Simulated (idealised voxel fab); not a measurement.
The process module that follows is named voxel double patterning.
Shown is cross-section cut, with a width of 290 nm and square cells of size 5 nm.
A cross-section is a grid of square cells, given in bands from the top down. A band is one or more rows of cells.
Band: top and bottom heights (nm) first, top before bottom; then materials from left to right, widths in nm. "everywhere" marks a sole material filling the band edge to edge. "empty" denotes empty space.
Note: height 0 marks the level under which the wafer is uniformly one material as received. Lowest band unbounded below, written "from 0 down".
The notation "30 to 40" denotes a width that varies across the rows of cells in the band, beginning at the first number in the top row, finishing at the second number in the bottom row, and changing by an identical amount from each row to the next.
A step reported as "all unchanged" is a step in which no cell of the cross-section changed.
The entry titled "Sealed internal cavities" provides the empty spaces that have no open way to the top, restricted to those of 8 cells or more. Each is presented as width x height at distance, the distance being measured from the left edge, with all three in nm.
Heads up: the bit after the settings on a step's line is the simulator's remark on that step.
overlay nm: mask offset rightward from planned place, masked step; negative means leftward offset.

### Intended process steps
- 1: op RECEIVE | material Si
- 2: op CONFORMAL_DEP | material SiO2 | thk nm 5
- 3: op DIRECTIONAL_DEP | material polySi | thk nm 10
- 4: op DIRECTIONAL_DEP | material SiCN | thk nm 5
- 5: op PATTERN | tone open | mask id FIRST | material resist | width nm 15 | pitch nm 50 | thk nm 20 | overlay nm 0
- 6: op DIRECTIONAL_ETCH | etch materials SiCN | depth nm 5
- 7: op STRIP | etch materials resist
- 8: op PATTERN | tone open | mask id SECOND | material resist | width nm 15 | thk nm 15 | overlay nm 0
- 9: op DIRECTIONAL_ETCH | etch materials SiCN | depth nm 5
- 10: op STRIP | etch materials resist
- 11: op DIRECTIONAL_ETCH | etch materials polySi | depth nm 10
- 12: op STRIP | etch materials SiCN

### Shown in cross-section is the wafer as received, that is, as it stands after step 1
from 0 down | Si everywhere
Sealed internal cavities: none

### First of two wafers, end-of-module section, run followed plan
from 15 to 5 | polySi 110 nm | empty 15 nm | polySi 10 nm | empty 15 nm | polySi 10 nm | empty 15 nm | polySi 115 nm
from 5 to 0 | SiO2 everywhere
from 0 down | Si everywhere
Sealed internal cavities: none

### Same start, same plan as the first wafer - but one mistake in the run. Cross-section of the second of the two at the end of the module
from 15 to 10 | SiO2 everywhere
from 10 to 0 | polySi everywhere
from 0 down | Si everywhere
Sealed internal cavities: none
Diagnosis: a sequencing error occurred in which plan steps 2 and 3 were transposed
Bottom line after processing is that, in cells, the second wafer is up or down on some materials versus the first: +18 polySi
